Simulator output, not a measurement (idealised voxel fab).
process module | voxel self aligned vias
cross-section cut | 215 nm wide | cells 5 nm
A cross-section is a grid of square cells, given in bands from the top down. A band is one or more rows of cells.
Each band's line starts with the height of the band's top and of its bottom, in nm. Then come its materials from left to right, each with its width in nm. One material with "throughout" fills the band from edge to edge. "air" is empty space.
Height 0 is the level under which the wafer as received is all one material. The lowest band goes on downwards, as in "0 down".
A width such as "30 to 40" changes by the same amount from each row of cells to the next, from the band's top row to its bottom row.
"no change" after a step means that no cell of the cross-section changed.
closed voids: empty space of 8 cells or more with no open way to the top, each as width x height at its distance from the left edge, in nm
after a step's settings: what the simulator itself notes on the step
overlay nm, on a step with a mask: how far to the right of its planned place the mask lay; to the left if negative
plan
1 op RECEIVE | material Si
2 op CONFORMAL_DEP | material SiO2 | thk nm 10
3 op CONFORMAL_DEP | material SiCN | thk nm 5
4 op DIRECTIONAL_DEP | material lowk | thk nm 25
5 op PATTERN | tone open | mask id LINES | material resist | width nm 25 | pitch nm 55 | thk nm 20 | overlay nm 0
6 op DIRECTIONAL_ETCH | etch materials lowk | depth nm 25
7 op STRIP | etch materials resist
8 op CONFORMAL_DEP | material TiN | thk nm 5
9 op FILL_DEP | material W | thk nm 10
10 op CMP | height nm 40
11 op SELECTIVE_ETCH | etch materials W Ru TiN | depth nm 5
12 op FILL_DEP | material SiN | thk nm 5
13 op CMP | height nm 40
14 op DIRECTIONAL_DEP | material lowk | thk nm 20
15 op MASKED_ETCH | tone open | mask id VIAS | width nm 35 | pitch nm 110 | etch materials lowk | depth nm 20 | overlay nm 0
16 op MASKED_ETCH | tone open | mask id VIAS | width nm 35 | pitch nm 110 | etch materials SiN | depth nm 5 | overlay nm 0
17 op CONFORMAL_DEP | material TiN | thk nm 5
18 op FILL_DEP | material W | thk nm 10
19 op CMP | height nm 60
20 op CONFORMAL_DEP | material SiN | thk nm 5
as received, after step 1
  0 down: Si throughout
  closed voids: none
first wafer at the end, as planned
  65 to 60: SiN throughout
  60 to 45: lowk 35 | TiN 5 | W 25 | TiN 5 | lowk 75 | TiN 5 | W 25 | TiN 5 | lowk 35
  45 to 40: lowk 35 | TiN 10 | W 15 | TiN 10 | lowk 75 | TiN 10 | W 15 | TiN 10 | lowk 35
  40 to 35: lowk 40 | TiN 25 | lowk 30 | SiN 25 | lowk 30 | TiN 25 | lowk 40
  35 to 20: lowk 40 | TiN 5 | W 15 | TiN 5 | lowk 30 | TiN 5 | W 15 | TiN 5 | lowk 30 | TiN 5 | W 15 | TiN 5 | lowk 40
  20 to 15: lowk 40 | TiN 25 | lowk 30 | TiN 25 | lowk 30 | TiN 25 | lowk 40
  15 to 10: SiCN throughout
  10 to 0: SiO2 throughout
  0 down: Si throughout
  closed voids: none
second wafer at the end: like start, like plan, one mistake
  65 to 60: SiN throughout
  60 to 40: lowk 35 | TiN 5 | W 25 | TiN 5 | lowk 75 | TiN 5 | W 25 | TiN 5 | lowk 35
  40 to 35: lowk 35 | TiN 35 | lowk 25 | SiN 25 | lowk 25 | TiN 35 | lowk 35
  35 to 20: lowk 35 | TiN 10 | W 15 | TiN 10 | lowk 25 | TiN 5 | W 15 | TiN 5 | lowk 25 | TiN 10 | W 15 | TiN 10 | lowk 35
  20 to 15: lowk 40 | TiN 25 | lowk 30 | TiN 25 | lowk 30 | TiN 25 | lowk 40
  15 to 10: SiCN throughout
  10 to 0: SiO2 throughout
  0 down: Si throughout
  closed voids: none
what went wrong: step 15 was run twice
at the end the second wafer has, in cells: 12 more of TiN | 4 more of W | 16 fewer of lowk
